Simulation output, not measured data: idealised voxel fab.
Name of the process module below: voxel transistor to metal
Xsec cut, 205 nm wide, square cell size 5 nm.
Square cells in a grid make up a cross-section in this document, and the grid is given as bands, listed from the top down, each one or more rows of cells.
For a band, the entry starts with two heights in nm, that of the top and then that of the bottom, and carries on with the band's materials in order from left to right, each alongside its width in nm; the word "edge to edge" beside a single material means it fills the band edge to edge, and "air" means empty space.
Note: height 0 marks the level under which the wafer is uniformly one material as received. Lowest band unbounded below, written "z 0 and below".
Width spec "30 to 40" -> top row of cells at first value, bottom row at second value, equal per-row change in between.
Take "no alteration" at face value: in the step it is given for, the cross-section changed in none of its cells.
Heads up: "Entrapped void list" only lists the empty pockets with no open path to the top that are 8 cells or more, and it writes them as width x height at distance, distance from the left edge, in nm.
What comes after the settings on a step's line is commentary from the simulator itself on that step.
When a step includes a mask, the "overlay nm" setting on its line states how far to the right of its planned place that mask lay, and negative values state how far to the left.
Steps in the process plan:
step 1: RECEIVE | material Si
step 2: CONFORMAL_DEP | material SiO2 | thk nm 5
step 3: CONFORMAL_DEP | material SiN | thk nm 15
step 4: MASKED_ETCH | tone cover | mask id ACTIVE | width nm 95 | etch materials SiN | depth nm 15 | overlay nm 0
step 5: MASKED_ETCH | tone cover | mask id ACTIVE | width nm 95 | etch materials SiO2 | depth nm 5 | overlay nm 0
step 6: MASKED_ETCH | tone cover | mask id ACTIVE | width nm 95 | etch materials Si | depth nm 25 | overlay nm 0
step 7: FILL_DEP | material SiO2 | thk nm 15
step 8: CMP | height nm 20
step 9: SELECTIVE_ETCH | etch materials SiO2 | depth nm 10
step 10: STRIP | etch materials SiN
step 11: SELECTIVE_ETCH | etch materials SiO2 | depth nm 5
step 12: OXIDIZE | depth nm 5
step 13: DIRECTIONAL_DEP | material polySi | thk nm 25
step 14: DIRECTIONAL_DEP | material SiCN | thk nm 15
step 15: PATTERN | tone cover | mask id GATE | material resist | width nm 25 | thk nm 15 | overlay nm 0
step 16: DIRECTIONAL_ETCH | etch materials SiCN | depth nm 25
step 17: DIRECTIONAL_ETCH | etch materials polySi | depth nm 35
step 18: STRIP | etch materials resist
step 19: CONFORMAL_DEP | material SiN | thk nm 10
step 20: DIRECTIONAL_ETCH | etch materials SiN | depth nm 10
step 21: DIRECTIONAL_ETCH | etch materials SiO2 | depth nm 5
step 22: EPI | material SiGe | thk nm 5
step 23: FILL_DEP | material SiO2 | thk nm 10
step 24: CMP | height nm 40
step 25: DIRECTIONAL_DEP | material SiO2 | thk nm 10
step 26: PATTERN | tone open | mask id CONTACT | material resist | width nm 25 | pitch nm 60 | thk nm 15 | overlay nm 0
step 27: DIRECTIONAL_ETCH | etch materials SiO2 | depth nm 50
step 28: STRIP | etch materials resist
step 29: CONFORMAL_DEP | material TiN | thk nm 5
step 30: FILL_DEP | material Ru | thk nm 10
step 31: CMP | height nm 50
step 32: CONFORMAL_DEP | material SiN | thk nm 5
step 33: DIRECTIONAL_DEP | material SiO2 | thk nm 15
step 34: MASKED_ETCH | tone open | mask id METAL_1 | width nm 15 | pitch nm 70 | etch materials SiO2 | depth nm 15 | overlay nm 0
step 35: MASKED_ETCH | tone open | mask id METAL_1 | width nm 15 | pitch nm 70 | etch materials SiN | depth nm 5 | overlay nm 0
step 36: CONFORMAL_DEP | material TiN | thk nm 5
step 37: FILL_DEP | material W | thk nm 5
step 38: CMP | height nm 70
step 39: CONFORMAL_DEP | material SiCN | thk nm 5
First wafer out of two, processed as planned:
As-received state of the wafer in cross-section, equivalent to post-step 1:
* z 0 and below: Si edge to edge
* Entrapped void list: none
Wafer xsec, post step 2:
* z 5 to 0: SiO2 edge to edge
* Below a height of 0, the structure has not been altered.
Wafer xsec, post step 3:
* z 20 to 5: SiN edge to edge
* Below a height of 5, the structure has not been altered.
Wafer xsec, post step 4:
* z 20 to 5: air=55; SiN=95; air=55
* Below a height of 5, the structure has not been altered.
Wafer xsec, post step 5:
* z 20 to 5: air=55; SiN=95; air=55
* z 5 to 0: air=55; SiO2=95; air=55
* Below a height of 0, the structure has not been altered.
Wafer xsec, post step 6:
* z 20 to 5: air=55; SiN=95; air=55
* z 5 to 0: air=55; SiO2=95; air=55
* z 0 to -25: air=55; Si=95; air=55
* Below a height of -25, the structure has not been altered.
Wafer xsec, post step 7:
* z 35 to 20: SiO2 edge to edge
* z 20 to 5: SiO2=55; SiN=95; SiO2=55
* z 5 to 0: SiO2 edge to edge
* z 0 to -25: SiO2=55; Si=95; SiO2=55
* Below a height of -25, the structure has not been altered.
Wafer xsec, post step 8:
* z 20 to 5: SiO2=55; SiN=95; SiO2=55
* Below a height of 5, the structure has not been altered.
Wafer xsec, post step 9:
* z 20 to 10: air=55; SiN=95; air=55
* Below a height of 10, the structure has not been altered.
Wafer xsec, post step 10:
* z 10 to 5: SiO2=55; air=95; SiO2=55
* Below a height of 5, the structure has not been altered.
Wafer xsec, post step 11:
* z 5 to 0: SiO2=50; air=105; SiO2=50
* Below a height of 0, the structure has not been altered.
Wafer xsec, post step 12:
* z 5 to 0: SiO2=50; air=105; SiO2=50
* z 0 to -5: SiO2 edge to edge
* Below a height of -5, the structure has not been altered.
Wafer xsec, post step 13:
* z 30 to 25: polySi=50; air=105; polySi=50
* z 25 to 5: polySi edge to edge
* z 5 to 0: SiO2=50; polySi=105; SiO2=50
* Below a height of 0, the structure has not been altered.
Wafer xsec, post step 14:
* z 45 to 40: SiCN=50; air=105; SiCN=50
* z 40 to 30: SiCN edge to edge
* z 30 to 25: polySi=50; SiCN=105; polySi=50
* Below a height of 25, the structure has not been altered.
Wafer xsec, post step 15:
* z 60 to 45: air=90; resist=25; air=90
* z 45 to 40: SiCN=50; air=40; resist=25; air=40; SiCN=50
* Below a height of 40, the structure has not been altered.
Wafer xsec, post step 16:
* z 60 to 40: air=90; resist=25; air=90
* z 40 to 30: air=90; SiCN=25; air=90
* z 30 to 25: polySi=50; air=40; SiCN=25; air=40; polySi=50
* Below a height of 25, the structure has not been altered.
Wafer xsec, post step 17:
* z 60 to 40: air=90; resist=25; air=90
* z 40 to 25: air=90; SiCN=25; air=90
* z 25 to 5: air=90; polySi=25; air=90
* z 5 to 0: SiO2=50; air=40; polySi=25; air=40; SiO2=50
* Below a height of 0, the structure has not been altered.
Wafer xsec, post step 18:
* z 40 to 25: air=90; SiCN=25; air=90
* Below a height of 25, the structure has not been altered.
Wafer xsec, post step 19:
* z 50 to 40: air=80; SiN=45; air=80
* z 40 to 25: air=80; SiN=10; SiCN=25; SiN=10; air=80
* z 25 to 15: air=80; SiN=10; polySi=25; SiN=10; air=80
* z 15 to 10: SiN=60; air=20; SiN=10; polySi=25; SiN=10; air=20; SiN=60
* z 10 to 5: SiN=90; polySi=25; SiN=90
* z 5 to 0: SiO2=50; SiN=40; polySi=25; SiN=40; SiO2=50
* Below a height of 0, the structure has not been altered.
Wafer xsec, post step 20:
* z 40 to 25: air=80; SiN=10; SiCN=25; SiN=10; air=80
* z 25 to 5: air=80; SiN=10; polySi=25; SiN=10; air=80
* z 5 to 0: SiO2=50; SiN=10; air=20; SiN=10; polySi=25; SiN=10; air=20; SiN=10; SiO2=50
* Below a height of 0, the structure has not been altered.
Wafer xsec, post step 21:
* z 40 to 25: air=80; SiN=10; SiCN=25; SiN=10; air=80
* z 25 to 5: air=80; SiN=10; polySi=25; SiN=10; air=80
* z 5 to 0: air=50; SiN=10; air=20; SiN=10; polySi=25; SiN=10; air=20; SiN=10; air=50
* z 0 to -5: SiO2=60; air=20; SiO2=45; air=20; SiO2=60
* Below a height of -5, the structure has not been altered.
Wafer xsec, post step 22:
* z 40 to 25: air=80; SiN=10; SiCN=25; SiN=10; air=80
* z 25 to 5: air=80; SiN=10; polySi=25; SiN=10; air=80
* z 5 to 0: air=50; SiN=10; air=20; SiN=10; polySi=25; SiN=10; air=20; SiN=10; air=50
* z 0 to -5: SiO2=60; SiGe=20; SiO2=45; SiGe=20; SiO2=60
* Below a height of -5, the structure has not been altered.
Wafer xsec, post step 23:
* z 50 to 40: SiO2 edge to edge
* z 40 to 25: SiO2=80; SiN=10; SiCN=25; SiN=10; SiO2=80
* z 25 to 5: SiO2=80; SiN=10; polySi=25; SiN=10; SiO2=80
* z 5 to 0: SiO2=50; SiN=10; SiO2=20; SiN=10; polySi=25; SiN=10; SiO2=20; SiN=10; SiO2=50
* Below a height of 0, the structure has not been altered.
Wafer xsec, post step 24:
* z 40 to 25: SiO2=80; SiN=10; SiCN=25; SiN=10; SiO2=80
* Below a height of 25, the structure has not been altered.
Wafer xsec, post step 25:
* z 50 to 40: SiO2 edge to edge
* Below a height of 40, the structure has not been altered.
Wafer xsec, post step 26:
* z 65 to 50: resist=60; air=25; resist=35; air=25; resist=60
* Below a height of 50, the structure has not been altered.
Wafer xsec, post step 27:
* z 65 to 50: resist=60; air=25; resist=35; air=25; resist=60
* z 50 to 40: SiO2=60; air=25; SiO2=35; air=25; SiO2=60
* z 40 to 25: SiO2=60; air=20; SiN=10; SiCN=25; SiN=10; air=20; SiO2=60
* z 25 to 5: SiO2=60; air=20; SiN=10; polySi=25; SiN=10; air=20; SiO2=60
* z 5 to 0: SiO2=50; SiN=10; air=20; SiN=10; polySi=25; SiN=10; air=20; SiN=10; SiO2=50
* Below a height of 0, the structure has not been altered.
Wafer xsec, post step 28:
* z 50 to 40: SiO2=60; air=25; SiO2=35; air=25; SiO2=60
* Below a height of 40, the structure has not been altered.
Wafer xsec, post step 29:
* z 55 to 50: TiN=65; air=15; TiN=45; air=15; TiN=65
* z 50 to 40: SiO2=60; TiN=5; air=15 to 10; TiN=5 to 10; SiO2=35; TiN=5 to 10; air=15 to 10; TiN=5; SiO2=60
* z 40 to 25: SiO2=60; TiN=5; air=10; TiN=5; SiN=10; SiCN=25; SiN=10; TiN=5; air=10; TiN=5; SiO2=60
* z 25 to 5: SiO2=60; TiN=5; air=10; TiN=5; SiN=10; polySi=25; SiN=10; TiN=5; air=10; TiN=5; SiO2=60
* z 5 to 0: SiO2=50; SiN=10; TiN=20; SiN=10; polySi=25; SiN=10; TiN=20; SiN=10; SiO2=50
* Below a height of 0, the structure has not been altered.
Wafer xsec, post step 30:
* z 65 to 55: Ru edge to edge
* z 55 to 50: TiN=65; Ru=15; TiN=45; Ru=15; TiN=65
* z 50 to 40: SiO2=60; TiN=5; Ru=15 to 10; TiN=5 to 10; SiO2=35; TiN=5 to 10; Ru=15 to 10; TiN=5; SiO2=60
* z 40 to 25: SiO2=60; TiN=5; Ru=10; TiN=5; SiN=10; SiCN=25; SiN=10; TiN=5; Ru=10; TiN=5; SiO2=60
* z 25 to 5: SiO2=60; TiN=5; Ru=10; TiN=5; SiN=10; polySi=25; SiN=10; TiN=5; Ru=10; TiN=5; SiO2=60
* Below a height of 5, the structure has not been altered.
Wafer xsec, post step 31:
* z 50 to 40: SiO2=60; TiN=5; Ru=15 to 10; TiN=5 to 10; SiO2=35; TiN=5 to 10; Ru=15 to 10; TiN=5; SiO2=60
* Below a height of 40, the structure has not been altered.
Wafer xsec, post step 32:
* z 55 to 50: SiN edge to edge
* Below a height of 50, the structure has not been altered.
Wafer xsec, post step 33:
* z 70 to 55: SiO2 edge to edge
* Below a height of 55, the structure has not been altered.
Wafer xsec, post step 34:
* z 70 to 55: SiO2=60; air=15; SiO2=55; air=15; SiO2=60
* Below a height of 55, the structure has not been altered.
Wafer xsec, post step 35:
* z 70 to 55: SiO2=60; air=15; SiO2=55; air=15; SiO2=60
* z 55 to 50: SiN=60; air=15; SiN=55; air=15; SiN=60
* Below a height of 50, the structure has not been altered.
Wafer xsec, post step 36:
* z 75 to 70: TiN=65; air=5; TiN=65; air=5; TiN=65
* z 70 to 55: SiO2=60; TiN=5; air=5; TiN=5; SiO2=55; TiN=5; air=5; TiN=5; SiO2=60
* z 55 to 50: SiN=60; TiN=15; SiN=55; TiN=15; SiN=60
* Below a height of 50, the structure has not been altered.
Wafer xsec, post step 37:
* z 80 to 75: W edge to edge
* z 75 to 70: TiN=65; W=5; TiN=65; W=5; TiN=65
* z 70 to 55: SiO2=60; TiN=5; W=5; TiN=5; SiO2=55; TiN=5; W=5; TiN=5; SiO2=60
* Below a height of 55, the structure has not been altered.
Wafer xsec, post step 38:
* z 70 to 55: SiO2=60; TiN=5; W=5; TiN=5; SiO2=55; TiN=5; W=5; TiN=5; SiO2=60
* Below a height of 55, the structure has not been altered.
Wafer xsec, post step 39:
* z 75 to 70: SiCN edge to edge
* Below a height of 70, the structure has not been altered.
Second Wafer (Identical Start and Plan, One Processing Error; Matches First Wafer Through Step 1):
The second wafer in cross-section, at the planned close of step 2: no alteration
The second wafer in cross-section, at the planned close of step 3:
* z 15 to 0: SiN edge to edge
* Below a height of 0, the structure has not been altered.
The second wafer in cross-section, at the planned close of step 4:
* z 15 to 0: air=55; SiN=95; air=55
* Below a height of 0, the structure has not been altered.
The second wafer in cross-section, at the planned close of step 5: no alteration
The second wafer in cross-section, at the planned close of step 6:
* z 15 to 0: air=55; SiN=95; air=55
* z 0 to -25: air=55; Si=95; air=55
* Below a height of -25, the structure has not been altered.
The second wafer in cross-section, at the planned close of step 7:
* z 30 to 15: SiO2 edge to edge
* z 15 to 0: SiO2=55; SiN=95; SiO2=55
* z 0 to -25: SiO2=55; Si=95; SiO2=55
* Below a height of -25, the structure has not been altered.
The second wafer in cross-section, at the planned close of step 8:
* z 20 to 15: SiO2 edge to edge
* Below a height of 15, the structure has not been altered.
The second wafer in cross-section, at the planned close of step 9:
* z 15 to 10: air=55; SiN=95; air=55
* Below a height of 10, the structure has not been altered.
The second wafer in cross-section, at the planned close of step 10:
* z 10 to 0: SiO2=55; air=95; SiO2=55
* Below a height of 0, the structure has not been altered.
The second wafer in cross-section, at the planned close of step 11:
* z 5 to 0: SiO2=50; air=105; SiO2=50
* z 0 to -5: SiO2=50; air=5; Si=95; air=5; SiO2=50
* Below a height of -5, the structure has not been altered.
The second wafer in cross-section, at the planned close of step 12:
* z 5 to 0: SiO2=50; air=105; SiO2=50
* z 0 to -5: SiO2=50; air=5; SiO2=95; air=5; SiO2=50
* z -5 to -10: SiO2=60; Si=85; SiO2=60
* Below a height of -10, the structure has not been altered.
The second wafer in cross-section, at the planned close of step 13:
* z 30 to 25: polySi=50; air=105; polySi=50
* z 25 to 20: polySi=50; air=5; polySi=95; air=5; polySi=50
* z 20 to 5: polySi edge to edge
* z 5 to 0: SiO2=50; polySi=105; SiO2=50
* z 0 to -5: SiO2=50; polySi=5; SiO2=95; polySi=5; SiO2=50
* Below a height of -5, the structure has not been altered.
The second wafer in cross-section, at the planned close of step 14:
* z 45 to 40: SiCN=50; air=105; SiCN=50
* z 40 to 35: SiCN=50; air=5; SiCN=95; air=5; SiCN=50
* z 35 to 30: SiCN edge to edge
* z 30 to 25: polySi=50; SiCN=105; polySi=50
* z 25 to 20: polySi=50; SiCN=5; polySi=95; SiCN=5; polySi=50
* Below a height of 20, the structure has not been altered.
The second wafer in cross-section, at the planned close of step 15:
* z 60 to 45: air=90; resist=25; air=90
* z 45 to 40: SiCN=50; air=40; resist=25; air=40; SiCN=50
* Below a height of 40, the structure has not been altered.
The second wafer in cross-section, at the planned close of step 16:
* z 60 to 40: air=90; resist=25; air=90
* z 40 to 30: air=90; SiCN=25; air=90
* z 30 to 25: polySi=50; air=40; SiCN=25; air=40; polySi=50
* z 25 to 20: polySi=50; air=5; polySi=95; air=5; polySi=50
* Below a height of 20, the structure has not been altered.
The second wafer in cross-section, at the planned close of step 17:
* z 60 to 40: air=90; resist=25; air=90
* z 40 to 25: air=90; SiCN=25; air=90
* z 25 to 5: air=90; polySi=25; air=90
* z 5 to 0: SiO2=50; air=40; polySi=25; air=40; SiO2=50
* z 0 to -5: SiO2=50; air=5; SiO2=95; air=5; SiO2=50
* Below a height of -5, the structure has not been altered.
The second wafer in cross-section, at the planned close of step 18:
* z 40 to 25: air=90; SiCN=25; air=90
* Below a height of 25, the structure has not been altered.
The second wafer in cross-section, at the planned close of step 19:
* z 50 to 40: air=80; SiN=45; air=80
* z 40 to 25: air=80; SiN=10; SiCN=25; SiN=10; air=80
* z 25 to 15: air=80; SiN=10; polySi=25; SiN=10; air=80
* z 15 to 10: SiN=60; air=20; SiN=10; polySi=25; SiN=10; air=20; SiN=60
* z 10 to 5: SiN=90; polySi=25; SiN=90
* z 5 to 0: SiO2=50; SiN=40; polySi=25; SiN=40; SiO2=50
* z 0 to -5: SiO2=50; SiN=5; SiO2=95; SiN=5; SiO2=50
* Below a height of -5, the structure has not been altered.
The second wafer in cross-section, at the planned close of step 20:
* z 40 to 25: air=80; SiN=10; SiCN=25; SiN=10; air=80
* z 25 to 5: air=80; SiN=10; polySi=25; SiN=10; air=80
* z 5 to 0: SiO2=50; SiN=10; air=20; SiN=10; polySi=25; SiN=10; air=20; SiN=10; SiO2=50
* Below a height of 0, the structure has not been altered.
The second wafer in cross-section, at the planned close of step 21:
* z 40 to 25: air=80; SiN=10; SiCN=25; SiN=10; air=80
* z 25 to 5: air=80; SiN=10; polySi=25; SiN=10; air=80
* z 5 to 0: air=50; SiN=10; air=20; SiN=10; polySi=25; SiN=10; air=20; SiN=10; air=50
* z 0 to -5: SiO2=50; SiN=5; SiO2=5; air=20; SiO2=45; air=20; SiO2=5; SiN=5; SiO2=50
* Below a height of -5, the structure has not been altered.
The second wafer in cross-section, at the planned close of step 22:
* z 40 to 25: air=80; SiN=10; SiCN=25; SiN=10; air=80
* z 25 to 5: air=80; SiN=10; polySi=25; SiN=10; air=80
* z 5 to 0: air=50; SiN=10; air=20; SiN=10; polySi=25; SiN=10; air=20; SiN=10; air=50
* z 0 to -5: SiO2=50; SiN=5; SiO2=5; SiGe=20; SiO2=45; SiGe=20; SiO2=5; SiN=5; SiO2=50
* Below a height of -5, the structure has not been altered.
The second wafer in cross-section, at the planned close of step 23:
* z 50 to 40: SiO2 edge to edge
* z 40 to 25: SiO2=80; SiN=10; SiCN=25; SiN=10; SiO2=80
* z 25 to 5: SiO2=80; SiN=10; polySi=25; SiN=10; SiO2=80
* z 5 to 0: SiO2=50; SiN=10; SiO2=20; SiN=10; polySi=25; SiN=10; SiO2=20; SiN=10; SiO2=50
* Below a height of 0, the structure has not been altered.
The second wafer in cross-section, at the planned close of step 24:
* z 40 to 25: SiO2=80; SiN=10; SiCN=25; SiN=10; SiO2=80
* Below a height of 25, the structure has not been altered.
The second wafer in cross-section, at the planned close of step 25:
* z 50 to 40: SiO2 edge to edge
* Below a height of 40, the structure has not been altered.
The second wafer in cross-section, at the planned close of step 26:
* z 65 to 50: resist=60; air=25; resist=35; air=25; resist=60
* Below a height of 50, the structure has not been altered.
The second wafer in cross-section, at the planned close of step 27:
* z 65 to 50: resist=60; air=25; resist=35; air=25; resist=60
* z 50 to 40: SiO2=60; air=25; SiO2=35; air=25; SiO2=60
* z 40 to 25: SiO2=60; air=20; SiN=10; SiCN=25; SiN=10; air=20; SiO2=60
* z 25 to 5: SiO2=60; air=20; SiN=10; polySi=25; SiN=10; air=20; SiO2=60
* z 5 to 0: SiO2=50; SiN=10; air=20; SiN=10; polySi=25; SiN=10; air=20; SiN=10; SiO2=50
* Below a height of 0, the structure has not been altered.
The second wafer in cross-section, at the planned close of step 28:
* z 50 to 40: SiO2=60; air=25; SiO2=35; air=25; SiO2=60
* Below a height of 40, the structure has not been altered.
The second wafer in cross-section, at the planned close of step 29:
* z 55 to 50: TiN=65; air=15; TiN=45; air=15; TiN=65
* z 50 to 40: SiO2=60; TiN=5; air=15 to 10; TiN=5 to 10; SiO2=35; TiN=5 to 10; air=15 to 10; TiN=5; SiO2=60
* z 40 to 25: SiO2=60; TiN=5; air=10; TiN=5; SiN=10; SiCN=25; SiN=10; TiN=5; air=10; TiN=5; SiO2=60
* z 25 to 5: SiO2=60; TiN=5; air=10; TiN=5; SiN=10; polySi=25; SiN=10; TiN=5; air=10; TiN=5; SiO2=60
* z 5 to 0: SiO2=50; SiN=10; TiN=20; SiN=10; polySi=25; SiN=10; TiN=20; SiN=10; SiO2=50
* Below a height of 0, the structure has not been altered.
The second wafer in cross-section, at the planned close of step 30:
* z 65 to 55: Ru edge to edge
* z 55 to 50: TiN=65; Ru=15; TiN=45; Ru=15; TiN=65
* z 50 to 40: SiO2=60; TiN=5; Ru=15 to 10; TiN=5 to 10; SiO2=35; TiN=5 to 10; Ru=15 to 10; TiN=5; SiO2=60
* z 40 to 25: SiO2=60; TiN=5; Ru=10; TiN=5; SiN=10; SiCN=25; SiN=10; TiN=5; Ru=10; TiN=5; SiO2=60
* z 25 to 5: SiO2=60; TiN=5; Ru=10; TiN=5; SiN=10; polySi=25; SiN=10; TiN=5; Ru=10; TiN=5; SiO2=60
* Below a height of 5, the structure has not been altered.
The second wafer in cross-section, at the planned close of step 31:
* z 50 to 40: SiO2=60; TiN=5; Ru=15 to 10; TiN=5 to 10; SiO2=35; TiN=5 to 10; Ru=15 to 10; TiN=5; SiO2=60
* Below a height of 40, the structure has not been altered.
The second wafer in cross-section, at the planned close of step 32:
* z 55 to 50: SiN edge to edge
* Below a height of 50, the structure has not been altered.
The second wafer in cross-section, at the planned close of step 33:
* z 70 to 55: SiO2 edge to edge
* Below a height of 55, the structure has not been altered.
The second wafer in cross-section, at the planned close of step 34:
* z 70 to 55: SiO2=60; air=15; SiO2=55; air=15; SiO2=60
* Below a height of 55, the structure has not been altered.
The second wafer in cross-section, at the planned close of step 35:
* z 70 to 55: SiO2=60; air=15; SiO2=55; air=15; SiO2=60
* z 55 to 50: SiN=60; air=15; SiN=55; air=15; SiN=60
* Below a height of 50, the structure has not been altered.
The second wafer in cross-section, at the planned close of step 36:
* z 75 to 70: TiN=65; air=5; TiN=65; air=5; TiN=65
* z 70 to 55: SiO2=60; TiN=5; air=5; TiN=5; SiO2=55; TiN=5; air=5; TiN=5; SiO2=60
* z 55 to 50: SiN=60; TiN=15; SiN=55; TiN=15; SiN=60
* Below a height of 50, the structure has not been altered.
The second wafer in cross-section, at the planned close of step 37:
* z 80 to 75: W edge to edge
* z 75 to 70: TiN=65; W=5; TiN=65; W=5; TiN=65
* z 70 to 55: SiO2=60; TiN=5; W=5; TiN=5; SiO2=55; TiN=5; W=5; TiN=5; SiO2=60
* Below a height of 55, the structure has not been altered.
The second wafer in cross-section, at the planned close of step 38:
* z 70 to 55: SiO2=60; TiN=5; W=5; TiN=5; SiO2=55; TiN=5; W=5; TiN=5; SiO2=60
* Below a height of 55, the structure has not been altered.
The second wafer in cross-section, at the planned close of step 39:
* z 75 to 70: SiCN edge to edge
* Below a height of 70, the structure has not been altered.
Nonconformance to the process plan: step 2 of the plan never got run, it was skipped over
Final tally in cells, some materials are higher or lower on the second wafer than on the first: 2 fewer of Si; 2 more of SiN
